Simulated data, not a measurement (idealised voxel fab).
The process module that follows is named voxel capacitor over wiring.
The width of the displayed cross-section, cut, is 145 nm; its cells are square, with a size of 5 nm.
Each cross-section below is a grid of square cells, stated as bands in top-down order, with one or more rows of cells making up each band. Top height, bottom height, nm. Materials left to right, width each, nm. Single material + "full width" = fills band edge to edge. "empty" = empty. Heads up on the height convention: 0 is the point under which the incoming wafer is all one material, and the lowest band has no bottom, it just keeps going down, like "from 0 down". Top row gets the first number, bottom row gets the second, and each row in between changes by the same step: that is how a band width like "30->40" works. Where a step carries "remained the same", the cross-section came out of it unchanged, cell for cell. The entry titled "Trapped voids" provides the empty spaces that have no open way to the top, restricted to those of 8 cells or more. Each is presented as width x height at distance, the distance being measured from the left edge, with all three in nm. Read whatever lies past the settings on a step's line as the simulator's own remark about the step. overlay nm: step with mask; distance mask lay right of planned place; negative value = left of planned place.
# So here's the lineup of process steps we planned
1. RECEIVE: material Si
2. CONFORMAL_DEP: material SiO2, thk nm 10
3. CONFORMAL_DEP: material SiN, thk nm 5
4. DIRECTIONAL_DEP: material SiO2, thk nm 15
5. MASKED_ETCH: tone open, mask id METAL_1, width nm 20, pitch nm 85, etch materials SiO2, depth nm 15, overlay nm 0
6. MASKED_ETCH: tone open, mask id METAL_1, width nm 20, pitch nm 85, etch materials SiN, depth nm 5, overlay nm 0
7. CONFORMAL_DEP: material TiN, thk nm 5
8. FILL_DEP: material W, thk nm 10
9. CMP: height nm 30
10. CONFORMAL_DEP: material SiCN, thk nm 5
11. DIRECTIONAL_DEP: material SiO2, thk nm 20
12. DIRECTIONAL_DEP: material aC, thk nm 10
13. PATTERN: tone open, mask id PLUG_1, material resist, width nm 15, thk nm 25, overlay nm 0
14. DIRECTIONAL_ETCH: etch materials aC, depth nm 10
15. STRIP: etch materials resist
16. DIRECTIONAL_ETCH: etch materials SiO2, depth nm 20
17. DIRECTIONAL_ETCH: etch materials SiCN, depth nm 5
18. STRIP: etch materials aC
19. EPI: material Ru, thk nm 10
20. EPI: material Ru, thk nm 10
21. EPI: material Ru, thk nm 5
22. DIRECTIONAL_DEP: material TiN, thk nm 5
23. DIRECTIONAL_DEP: material SiN, thk nm 5
24. DIRECTIONAL_DEP: material TiN, thk nm 10
25. MASKED_ETCH: tone cover, mask id UPPER_PLATE, width nm 70, etch materials TiN, depth nm 10, overlay nm 0
26. MASKED_ETCH: tone cover, mask id UPPER_PLATE, width nm 70, etch materials SiN, depth nm 5, overlay nm 0
27. DIRECTIONAL_DEP: material aC, thk nm 15
28. PATTERN: tone cover, mask id LOWER_PLATE, material resist, width nm 80, thk nm 35, overlay nm 0
29. DIRECTIONAL_ETCH: etch materials aC, depth nm 15
30. STRIP: etch materials resist
31. DIRECTIONAL_ETCH: etch materials TiN, depth nm 5
32. STRIP: etch materials aC
33. FILL_DEP: material SiO2, thk nm 15
34. CMP: height nm 85
35. MASKED_ETCH: tone open, mask id PLUG_2, width nm 15, etch materials SiO2, depth nm 10, overlay nm 0
36. CONFORMAL_DEP: material TiN, thk nm 5
37. FILL_DEP: material Cu, thk nm 5
38. CMP: height nm 85
39. CONFORMAL_DEP: material SiCN, thk nm 5
# Cross-section of the wafer as it came to us, i.e., already through step 1
- from 0 down | Si full width
- Trapped voids: none
# First wafer of two, sectioned at end of module; run went per plan
- from 90 to 85 | SiCN full width
- from 85 to 80 | SiO2=35, TiN=5, Cu=5, TiN=5, SiO2=95
- from 80 to 75 | SiO2=35, TiN=15, SiO2=95
- from 75 to 65 | SiO2=25, TiN=70, SiO2=50
- from 65 to 60 | SiO2=25, SiN=70, SiO2=50
- from 60 to 55 | SiO2=20, TiN=80, SiO2=45
- from 55 to 35 | SiO2=25, Ru=15, SiO2=105
- from 35 to 30 | SiCN=25, Ru=15, SiCN=105
- from 30 to 15 | SiO2=20, TiN=5, W=10, TiN=5, SiO2=65, TiN=5, W=10, TiN=5, SiO2=20
- from 15 to 10 | SiN=20, TiN=20, SiN=65, TiN=20, SiN=20
- from 10 to 0 | SiO2 full width
- from 0 down | Si full width
- Trapped voids: none
# Second wafer through the module, sectioned at the end: same beginning and same plan as the first wafer, with one mistake in carrying it out
- from 90 to 85 | SiCN full width
- from 85 to 75 | SiO2=25, Cu=70, SiO2=50
- from 75 to 65 | Cu=25, TiN=70, Cu=50
- from 65 to 60 | Cu=25, SiN=70, Cu=50
- from 60 to 55 | TiN full width
- from 55 to 35 | SiO2=25, Ru=15, SiO2=105
- from 35 to 30 | SiCN=25, Ru=15, SiCN=105
- from 30 to 15 | SiO2=20, TiN=5, W=10, TiN=5, SiO2=65, TiN=5, W=10, TiN=5, SiO2=20
- from 15 to 10 | SiN=20, TiN=20, SiN=65, TiN=20, SiN=20
- from 10 to 0 | SiO2 full width
- from 0 down | Si full width
- Trapped voids: none
What broke from the plan during processing? step 27 did not happen as planned, as run it was DIRECTIONAL_DEP: material Cu, thk nm 15
Count the cells at the end and the second wafer has more or fewer of some materials than the first: Cu: 72 more | SiO2: 80 fewer | TiN: 8 more
